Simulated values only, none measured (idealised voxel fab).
process module | voxel air gaps
cross-section cut | 180 nm wide | cells 5 nm
A cross-section is a grid of square cells, given in bands from the top down. A band is one or more rows of cells.
Each band's line starts with the height of the band's top and of its bottom, in nm. Then come its materials from left to right, each with its width in nm. One material with "throughout" fills the band from edge to edge. "air" is empty space.
Height 0 is the level under which the wafer as received is all one material. The lowest band goes on downwards, as in "0 down".
A width such as "30 to 40" changes by the same amount from each row of cells to the next, from the band's top row to its bottom row.
"no change" after a step means that no cell of the cross-section changed.
closed voids: empty space of 8 cells or more with no open way to the top, each as width x height at its distance from the left edge, in nm
after a step's settings: what the simulator itself notes on the step
overlay nm, on a step with a mask: how far to the right of its planned place the mask lay; to the left if negative
plan
1 op RECEIVE | material Si
2 op CONFORMAL_DEP | material SiO2 | thk nm 10
3 op CONFORMAL_DEP | material SiN | thk nm 5
4 op DIRECTIONAL_DEP | material SiO2 | thk nm 40
5 op MASKED_ETCH | tone open | mask id LINES | width nm 15 | pitch nm 55 | etch materials SiO2 | depth nm 40 | overlay nm 0
6 op CONFORMAL_DEP | material TiN | thk nm 5
7 op FILL_DEP | material Ru | thk nm 10
8 op CMP | height nm 55
9 op EPI | material Ru | thk nm 10
10 op SELECTIVE_ETCH | etch materials SiO2 | depth nm 50
11 op CONFORMAL_DEP | material SiCN | thk nm 5
varied across the wafers: width nm of step 5. The plan shows the first wafer's value. All wafers start alike
first wafer as received, after step 1
  0 down: Si throughout
  closed voids: none
each wafer at the end: cells of each material gained (+) or lost (-) since it was received, then its closed voids
width nm 15 | +63 Ru | +120 SiCN | +36 SiN | +72 SiO2 | +51 TiN | closed voids: none
width nm 20 | +90 Ru | +120 SiCN | +36 SiN | +72 SiO2 | +54 TiN | closed voids: none
width nm 25 | +117 Ru | +120 SiCN | +36 SiN | +72 SiO2 | +57 TiN | closed voids: 20 x 30 at 50; 20 x 30 at 105
width nm 30 | +144 Ru | +112 SiCN | +36 SiN | +72 SiO2 | +60 TiN | closed voids: 15 x 30 at 55; 15 x 30 at 110
width nm 35 | +171 Ru | +64 SiCN | +36 SiN | +136 SiO2 | +63 TiN | closed voids: 10 x 30 at 0
width nm 40 | +194 Ru | +64 SiCN | +36 SiN | +120 SiO2 | +66 TiN | closed voids: 10 x 30 at 0; 10 x 30 at 170
